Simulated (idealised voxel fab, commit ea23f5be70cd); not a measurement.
The following is a process module called voxel transistor to metal.
Cross-sectional view cut (width: 205 nm; square cell size: 5 nm).
Bands, listed from the top down, are how a cross-section gets written in this document; the cross-section itself is a grid of square cells, and a band is one or more rows of them.
What a band's entry tells you: where the top is and where the bottom is, as heights in nm, and after that what lies inside, material by material from left to right, each with its width in nm. Empty space is written as the word "blank", and a single material marked with the word "throughout" occupies the band from edge to edge.
For the purposes of this specification, 0 denotes the height below which the wafer in its as-received condition is composed wholly of one material, and the lowermost band, lacking a lower limit, extends downward without end, as expressed in "z 0 and below".
A two-number width, for instance "30->40", indicates that the width is equal to the first number in the top row of the band and to the second number in the bottom row, and that it changes by a constant amount per row of cells.
Where a step carries "no modification", the cross-section came out of it unchanged, cell for cell.
"Tabulated closed voids": sealed empty spaces, 8 cells or more, no open way to top, listed width x height at distance, with distance from the left edge and width, height and distance in nm.
On each step's line, the part that comes after the settings is the simulator's own comment on the step.
overlay nm: how far to the right of its planned place the mask lay on this masked step (negative: to the left).

**The planned process steps are enumerated hereunder**
1 RECEIVE: material Si
2 CONFORMAL_DEP: material SiO2, thk nm 5
3 CONFORMAL_DEP: material SiN, thk nm 15
4 DIRECTIONAL_DEP: material aC, thk nm 15
5 PATTERN: tone cover, mask id ACTIVE, material resist, width nm 105, thk nm 30, overlay nm 0
6 DIRECTIONAL_ETCH: etch materials aC, depth nm 15
7 STRIP: etch materials resist
8 DIRECTIONAL_ETCH: etch materials SiN, depth nm 15
9 DIRECTIONAL_ETCH: etch materials SiO2, depth nm 5
10 DIRECTIONAL_ETCH: etch materials Si, depth nm 35
11 STRIP: etch materials aC
12 FILL_DEP: material SiO2, thk nm 15
13 CMP: height nm 20
14 SELECTIVE_ETCH: etch materials SiO2, depth nm 15
15 STRIP: etch materials SiN
16 SELECTIVE_ETCH: etch materials SiO2, depth nm 5
17 OXIDIZE: depth nm 5
18 DIRECTIONAL_DEP: material polySi, thk nm 20
19 DIRECTIONAL_DEP: material SiCN, thk nm 10
20 MASKED_ETCH: tone cover, mask id GATE, width nm 25, etch materials SiCN, depth nm 20, overlay nm 0
21 MASKED_ETCH: tone cover, mask id GATE, width nm 25, etch materials polySi, depth nm 30, overlay nm 0
22 CONFORMAL_DEP: material SiO2, thk nm 5
23 DIRECTIONAL_ETCH: etch materials SiO2, depth nm 5
24 CONFORMAL_DEP: material SiN, thk nm 10
25 DIRECTIONAL_ETCH: etch materials SiN, depth nm 10
26 DIRECTIONAL_ETCH: etch materials SiO2, depth nm 5
27 DIRECTIONAL_ETCH: etch materials Si, depth nm 15
28 EPI: material nSi, thk nm 15
29 FILL_DEP: material SiO2, thk nm 5
30 CMP: height nm 30
31 DIRECTIONAL_DEP: material SiO2, thk nm 15
32 PATTERN: tone open, mask id CONTACT, material resist, width nm 25, pitch nm 60, thk nm 20, overlay nm 0
33 DIRECTIONAL_ETCH: etch materials SiO2, depth nm 35
34 STRIP: etch materials resist
35 CONFORMAL_DEP: material TiN, thk nm 5
36 FILL_DEP: material Ru, thk nm 5
37 CMP: height nm 45
38 DIRECTIONAL_DEP: material TiN, thk nm 5
39 DIRECTIONAL_DEP: material Ru, thk nm 20
40 PATTERN: tone cover, mask id METAL_1, material resist, width nm 15, pitch nm 70, thk nm 20, overlay nm 0
41 DIRECTIONAL_ETCH: etch materials Ru, depth nm 20
42 DIRECTIONAL_ETCH: etch materials TiN, depth nm 5
43 STRIP: etch materials resist
44 CONFORMAL_DEP: material SiN, thk nm 5
45 FILL_DEP: material SiO2, thk nm 5
46 CMP: height nm 70
47 CONFORMAL_DEP: material SiN, thk nm 5

**So, the first of our two wafers, run just as we planned it**

**Incoming wafer, cross-sectional view, post step 1**
  z 0 and below  Si throughout
  Tabulated closed voids: none

**So this is the wafer cross-section right after step 2**
  z 5 to 0  SiO2 throughout
  Under 0: no change, same as before.

**So this is the wafer cross-section right after step 3**
  z 20 to 5  SiN throughout
  Under 5: no change, same as before.

**So this is the wafer cross-section right after step 4**
  z 35 to 20  aC throughout
  Under 20: no change, same as before.

**So this is the wafer cross-section right after step 5**
  z 65 to 35  blank 50; resist 105; blank 50
  Under 35: no change, same as before.

**So this is the wafer cross-section right after step 6**
  z 50 to 35  blank 50; resist 105; blank 50
  z 35 to 20  blank 50; aC 105; blank 50
  Under 20: no change, same as before.

**So this is the wafer cross-section right after step 7**
  z 35 to 20  blank 50; aC 105; blank 50
  Under 20: no change, same as before.

**So this is the wafer cross-section right after step 8**
  z 35 to 20  blank 50; aC 105; blank 50
  z 20 to 5  blank 50; SiN 105; blank 50
  Under 5: no change, same as before.

**So this is the wafer cross-section right after step 9**
  z 35 to 20  blank 50; aC 105; blank 50
  z 20 to 5  blank 50; SiN 105; blank 50
  z 5 to 0  blank 50; SiO2 105; blank 50
  Under 0: no change, same as before.

**So this is the wafer cross-section right after step 10**
  z 35 to 20  blank 50; aC 105; blank 50
  z 20 to 5  blank 50; SiN 105; blank 50
  z 5 to 0  blank 50; SiO2 105; blank 50
  z 0 to -35  blank 50; Si 105; blank 50
  Under -35: no change, same as before.

**So this is the wafer cross-section right after step 11**
  z 20 to 5  blank 50; SiN 105; blank 50
  Under 5: no change, same as before.

**So this is the wafer cross-section right after step 12**
  z 35 to 20  SiO2 throughout
  z 20 to 5  SiO2 50; SiN 105; SiO2 50
  z 5 to 0  SiO2 throughout
  z 0 to -35  SiO2 50; Si 105; SiO2 50
  Under -35: no change, same as before.

**So this is the wafer cross-section right after step 13**
  z 20 to 5  SiO2 50; SiN 105; SiO2 50
  Under 5: no change, same as before.

**So this is the wafer cross-section right after step 14**
  z 20 to 5  blank 50; SiN 105; blank 50
  Under 5: no change, same as before.

**So this is the wafer cross-section right after step 15**
  z 5 to 0  SiO2 throughout
  Under 0: no change, same as before.

**So this is the wafer cross-section right after step 16**
  z 0 to -35  SiO2 50; Si 105; SiO2 50
  Under -35: no change, same as before.

**So this is the wafer cross-section right after step 17**
  z 0 to -5  SiO2 throughout
  Under -5: no change, same as before.

**So this is the wafer cross-section right after step 18**
  z 20 to 0  polySi throughout
  Under 0: no change, same as before.

**So this is the wafer cross-section right after step 19**
  z 30 to 20  SiCN throughout
  Under 20: no change, same as before.

**So this is the wafer cross-section right after step 20**
  z 30 to 20  blank 90; SiCN 25; blank 90
  Under 20: no change, same as before.

**So this is the wafer cross-section right after step 21**
  z 30 to 20  blank 90; SiCN 25; blank 90
  z 20 to 0  blank 90; polySi 25; blank 90
  Under 0: no change, same as before.

**So this is the wafer cross-section right after step 22**
  z 35 to 30  blank 85; SiO2 35; blank 85
  z 30 to 20  blank 85; SiO2 5; SiCN 25; SiO2 5; blank 85
  z 20 to 5  blank 85; SiO2 5; polySi 25; SiO2 5; blank 85
  z 5 to 0  SiO2 90; polySi 25; SiO2 90
  Under 0: no change, same as before.

**So this is the wafer cross-section right after step 23**
  z 30 to 20  blank 85; SiO2 5; SiCN 25; SiO2 5; blank 85
  z 20 to 0  blank 85; SiO2 5; polySi 25; SiO2 5; blank 85
  Under 0: no change, same as before.

**So this is the wafer cross-section right after step 24**
  z 40 to 30  blank 75; SiN 55; blank 75
  z 30 to 20  blank 75; SiN 10; SiO2 5; SiCN 25; SiO2 5; SiN 10; blank 75
  z 20 to 10  blank 75; SiN 10; SiO2 5; polySi 25; SiO2 5; SiN 10; blank 75
  z 10 to 0  SiN 85; SiO2 5; polySi 25; SiO2 5; SiN 85
  Under 0: no change, same as before.

**So this is the wafer cross-section right after step 25**
  z 30 to 20  blank 75; SiN 10; SiO2 5; SiCN 25; SiO2 5; SiN 10; blank 75
  z 20 to 0  blank 75; SiN 10; SiO2 5; polySi 25; SiO2 5; SiN 10; blank 75
  Under 0: no change, same as before.

**So this is the wafer cross-section right after step 26**
  z 30 to 25  blank 75; SiN 10; blank 5; SiCN 25; blank 5; SiN 10; blank 75
  z 25 to 20  blank 75; SiN 10; SiO2 5; SiCN 25; SiO2 5; SiN 10; blank 75
  z 20 to 0  blank 75; SiN 10; SiO2 5; polySi 25; SiO2 5; SiN 10; blank 75
  z 0 to -5  blank 75; SiO2 55; blank 75
  Under -5: no change, same as before.

**So this is the wafer cross-section right after step 27**
  z 30 to 25  blank 75; SiN 10; blank 5; SiCN 25; blank 5; SiN 10; blank 75
  z 25 to 20  blank 75; SiN 10; SiO2 5; SiCN 25; SiO2 5; SiN 10; blank 75
  z 20 to 0  blank 75; SiN 10; SiO2 5; polySi 25; SiO2 5; SiN 10; blank 75
  z 0 to -5  blank 75; SiO2 55; blank 75
  z -5 to -20  SiO2 50; blank 25; Si 55; blank 25; SiO2 50
  Under -20: no change, same as before.

**So this is the wafer cross-section right after step 28**
  z 30 to 25  blank 75; SiN 10; blank 5; SiCN 25; blank 5; SiN 10; blank 75
  z 25 to 20  blank 75; SiN 10; SiO2 5; SiCN 25; SiO2 5; SiN 10; blank 75
  z 20 to 10  blank 75; SiN 10; SiO2 5; polySi 25; SiO2 5; SiN 10; blank 75
  z 10 to 0  blank 60; nSi 15; SiN 10; SiO2 5; polySi 25; SiO2 5; SiN 10; nSi 15; blank 60
  z 0 to -5  blank 60; nSi 15; SiO2 55; nSi 15; blank 60
  z -5 to -20  SiO2 50; nSi 25; Si 55; nSi 25; SiO2 50
  Under -20: no change, same as before.

**So this is the wafer cross-section right after step 29**
  z 35 to 30  SiO2 throughout
  z 30 to 20  SiO2 75; SiN 10; SiO2 5; SiCN 25; SiO2 5; SiN 10; SiO2 75
  z 20 to 10  SiO2 75; SiN 10; SiO2 5; polySi 25; SiO2 5; SiN 10; SiO2 75
  z 10 to 0  SiO2 60; nSi 15; SiN 10; SiO2 5; polySi 25; SiO2 5; SiN 10; nSi 15; SiO2 60
  z 0 to -5  SiO2 60; nSi 15; SiO2 55; nSi 15; SiO2 60
  Under -5: no change, same as before.

**So this is the wafer cross-section right after step 30**
  z 30 to 20  SiO2 75; SiN 10; SiO2 5; SiCN 25; SiO2 5; SiN 10; SiO2 75
  Under 20: no change, same as before.

**So this is the wafer cross-section right after step 31**
  z 45 to 30  SiO2 throughout
  Under 30: no change, same as before.

**So this is the wafer cross-section right after step 32**
  z 65 to 45  resist 60; blank 25; resist 35; blank 25; resist 60
  Under 45: no change, same as before.

**So this is the wafer cross-section right after step 33**
  z 65 to 45  resist 60; blank 25; resist 35; blank 25; resist 60
  z 45 to 30  SiO2 60; blank 25; SiO2 35; blank 25; SiO2 60
  z 30 to 20  SiO2 60; blank 15; SiN 10; SiO2 5; SiCN 25; SiO2 5; SiN 10; blank 15; SiO2 60
  z 20 to 10  SiO2 60; blank 15; SiN 10; SiO2 5; polySi 25; SiO2 5; SiN 10; blank 15; SiO2 60
  Under 10: no change, same as before.

**So this is the wafer cross-section right after step 34**
  z 45 to 30  SiO2 60; blank 25; SiO2 35; blank 25; SiO2 60
  Under 30: no change, same as before.

**So this is the wafer cross-section right after step 35**
  z 50 to 45  TiN 65; blank 15; TiN 45; blank 15; TiN 65
  z 45 to 35  SiO2 60; TiN 5; blank 15; TiN 5; SiO2 35; TiN 5; blank 15; TiN 5; SiO2 60
  z 35 to 30  SiO2 60; TiN 5; blank 5; TiN 15; SiO2 35; TiN 15; blank 5; TiN 5; SiO2 60
  z 30 to 20  SiO2 60; TiN 5; blank 5; TiN 5; SiN 10; SiO2 5; SiCN 25; SiO2 5; SiN 10; TiN 5; blank 5; TiN 5; SiO2 60
  z 20 to 15  SiO2 60; TiN 5; blank 5; TiN 5; SiN 10; SiO2 5; polySi 25; SiO2 5; SiN 10; TiN 5; blank 5; TiN 5; SiO2 60
  z 15 to 10  SiO2 60; TiN 15; SiN 10; SiO2 5; polySi 25; SiO2 5; SiN 10; TiN 15; SiO2 60
  Under 10: no change, same as before.

**So this is the wafer cross-section right after step 36**
  z 55 to 50  Ru throughout
  z 50 to 45  TiN 65; Ru 15; TiN 45; Ru 15; TiN 65
  z 45 to 35  SiO2 60; TiN 5; Ru 15; TiN 5; SiO2 35; TiN 5; Ru 15; TiN 5; SiO2 60
  z 35 to 30  SiO2 60; TiN 5; Ru 5; TiN 15; SiO2 35; TiN 15; Ru 5; TiN 5; SiO2 60
  z 30 to 20  SiO2 60; TiN 5; Ru 5; TiN 5; SiN 10; SiO2 5; SiCN 25; SiO2 5; SiN 10; TiN 5; Ru 5; TiN 5; SiO2 60
  z 20 to 15  SiO2 60; TiN 5; Ru 5; TiN 5; SiN 10; SiO2 5; polySi 25; SiO2 5; SiN 10; TiN 5; Ru 5; TiN 5; SiO2 60
  Under 15: no change, same as before.

**So this is the wafer cross-section right after step 37**
  z 45 to 35  SiO2 60; TiN 5; Ru 15; TiN 5; SiO2 35; TiN 5; Ru 15; TiN 5; SiO2 60
  Under 35: no change, same as before.

**So this is the wafer cross-section right after step 38**
  z 50 to 45  TiN throughout
  Under 45: no change, same as before.

**So this is the wafer cross-section right after step 39**
  z 70 to 50  Ru throughout
  Under 50: no change, same as before.

**So this is the wafer cross-section right after step 40**
  z 90 to 70  blank 60; resist 15; blank 55; resist 15; blank 60
  Under 70: no change, same as before.

**So this is the wafer cross-section right after step 41**
  z 90 to 70  blank 60; resist 15; blank 55; resist 15; blank 60
  z 70 to 50  blank 60; Ru 15; blank 55; Ru 15; blank 60
  Under 50: no change, same as before.

**So this is the wafer cross-section right after step 42**
  z 90 to 70  blank 60; resist 15; blank 55; resist 15; blank 60
  z 70 to 50  blank 60; Ru 15; blank 55; Ru 15; blank 60
  z 50 to 45  blank 60; TiN 15; blank 55; TiN 15; blank 60
  Under 45: no change, same as before.

**So this is the wafer cross-section right after step 43**
  z 70 to 50  blank 60; Ru 15; blank 55; Ru 15; blank 60
  Under 50: no change, same as before.

**So this is the wafer cross-section right after step 44**
  z 75 to 70  blank 55; SiN 25; blank 45; SiN 25; blank 55
  z 70 to 50  blank 55; SiN 5; Ru 15; SiN 5; blank 45; SiN 5; Ru 15; SiN 5; blank 55
  z 50 to 45  SiN 60; TiN 15; SiN 55; TiN 15; SiN 60
  Under 45: no change, same as before.

**So this is the wafer cross-section right after step 45**
  z 80 to 75  SiO2 throughout
  z 75 to 70  SiO2 55; SiN 25; SiO2 45; SiN 25; SiO2 55
  z 70 to 50  SiO2 55; SiN 5; Ru 15; SiN 5; SiO2 45; SiN 5; Ru 15; SiN 5; SiO2 55
  Under 50: no change, same as before.

**So this is the wafer cross-section right after step 46**
  z 70 to 50  SiO2 55; SiN 5; Ru 15; SiN 5; SiO2 45; SiN 5; Ru 15; SiN 5; SiO2 55
  Under 50: no change, same as before.

**So this is the wafer cross-section right after step 47**
  z 75 to 70  SiN throughout
  Under 70: no change, same as before.

**The second wafer began exactly as the first did and followed the same plan, but one mistake was made while running it; through step 31 inclusive, the two wafers are identical**

**The second wafer cut through, at the time step 32 was supposed to be finished**
  z 65 to 45  resist 50; blank 25; resist 35; blank 25; resist 70
  Under 45: no change, same as before.

**The second wafer cut through, at the time step 33 was supposed to be finished**
  z 65 to 45  resist 50; blank 25; resist 35; blank 25; resist 70
  z 45 to 30  SiO2 50; blank 25; SiO2 35; blank 25; SiO2 70
  z 30 to 20  SiO2 50; blank 25; SiN 10; SiO2 5; SiCN 25; blank 5; SiN 10; blank 5; SiO2 70
  z 20 to 10  SiO2 50; blank 25; SiN 10; SiO2 5; polySi 25; blank 5; SiN 10; blank 5; SiO2 70
  Under 10: no change, same as before.

**The second wafer cut through, at the time step 34 was supposed to be finished**
  z 45 to 30  SiO2 50; blank 25; SiO2 35; blank 25; SiO2 70
  Under 30: no change, same as before.

**The second wafer cut through, at the time step 35 was supposed to be finished**
  z 50 to 45  TiN 55; blank 15; TiN 45; blank 15; TiN 75
  z 45 to 35  SiO2 50; TiN 5; blank 15; TiN 5; SiO2 35; TiN 5; blank 15; TiN 5; SiO2 70
  z 35 to 30  SiO2 50; TiN 5; blank 15; TiN 5; SiO2 35; TiN 25; SiO2 70
  z 30 to 20  SiO2 50; TiN 5; blank 15; TiN 5; SiN 10; SiO2 5; SiCN 25; TiN 5; SiN 10; TiN 5; SiO2 70
  z 20 to 15  SiO2 50; TiN 5; blank 15; TiN 5; SiN 10; SiO2 5; polySi 25; TiN 5; SiN 10; TiN 5; SiO2 70
  z 15 to 10  SiO2 50; TiN 25; SiN 10; SiO2 5; polySi 25; TiN 5; SiN 10; TiN 5; SiO2 70
  Under 10: no change, same as before.

**The second wafer cut through, at the time step 36 was supposed to be finished**
  z 55 to 50  Ru throughout
  z 50 to 45  TiN 55; Ru 15; TiN 45; Ru 15; TiN 75
  z 45 to 35  SiO2 50; TiN 5; Ru 15; TiN 5; SiO2 35; TiN 5; Ru 15; TiN 5; SiO2 70
  z 35 to 30  SiO2 50; TiN 5; Ru 15; TiN 5; SiO2 35; TiN 25; SiO2 70
  z 30 to 20  SiO2 50; TiN 5; Ru 15; TiN 5; SiN 10; SiO2 5; SiCN 25; TiN 5; SiN 10; TiN 5; SiO2 70
  z 20 to 15  SiO2 50; TiN 5; Ru 15; TiN 5; SiN 10; SiO2 5; polySi 25; TiN 5; SiN 10; TiN 5; SiO2 70
  Under 15: no change, same as before.

**The second wafer cut through, at the time step 37 was supposed to be finished**
  z 45 to 35  SiO2 50; TiN 5; Ru 15; TiN 5; SiO2 35; TiN 5; Ru 15; TiN 5; SiO2 70
  Under 35: no change, same as before.

**The second wafer cut through, at the time step 38 was supposed to be finished**
  z 50 to 45  TiN throughout
  Under 45: no change, same as before.

**The second wafer cut through, at the time step 39 was supposed to be finished**
  z 70 to 50  Ru throughout
  Under 50: no change, same as before.

**The second wafer cut through, at the time step 40 was supposed to be finished**
  z 90 to 70  blank 60; resist 15; blank 55; resist 15; blank 60
  Under 70: no change, same as before.

**The second wafer cut through, at the time step 41 was supposed to be finished**
  z 90 to 70  blank 60; resist 15; blank 55; resist 15; blank 60
  z 70 to 50  blank 60; Ru 15; blank 55; Ru 15; blank 60
  Under 50: no change, same as before.

**The second wafer cut through, at the time step 42 was supposed to be finished**
  z 90 to 70  blank 60; resist 15; blank 55; resist 15; blank 60
  z 70 to 50  blank 60; Ru 15; blank 55; Ru 15; blank 60
  z 50 to 45  blank 60; TiN 15; blank 55; TiN 15; blank 60
  Under 45: no change, same as before.

**The second wafer cut through, at the time step 43 was supposed to be finished**
  z 70 to 50  blank 60; Ru 15; blank 55; Ru 15; blank 60
  Under 50: no change, same as before.

**The second wafer cut through, at the time step 44 was supposed to be finished**
  z 75 to 70  blank 55; SiN 25; blank 45; SiN 25; blank 55
  z 70 to 50  blank 55; SiN 5; Ru 15; SiN 5; blank 45; SiN 5; Ru 15; SiN 5; blank 55
  z 50 to 45  SiN 60; TiN 15; SiN 55; TiN 15; SiN 60
  Under 45: no change, same as before.

**The second wafer cut through, at the time step 45 was supposed to be finished**
  z 80 to 75  SiO2 throughout
  z 75 to 70  SiO2 55; SiN 25; SiO2 45; SiN 25; SiO2 55
  z 70 to 50  SiO2 55; SiN 5; Ru 15; SiN 5; SiO2 45; SiN 5; Ru 15; SiN 5; SiO2 55
  Under 50: no change, same as before.

**The second wafer cut through, at the time step 46 was supposed to be finished**
  z 70 to 50  SiO2 55; SiN 5; Ru 15; SiN 5; SiO2 45; SiN 5; Ru 15; SiN 5; SiO2 55
  Under 50: no change, same as before.

**The second wafer cut through, at the time step 47 was supposed to be finished**
  z 75 to 70  SiN throughout
  Under 70: no change, same as before.
Misprocessing identified: step 32 went in with a setting other than planned; the actual run was PATTERN: tone open, mask id CONTACT, material resist, width nm 25, pitch nm 60, thk nm 20, overlay nm -10
Final cells, second wafer relative to first, materials higher or lower: Ru +4; SiO2 -4
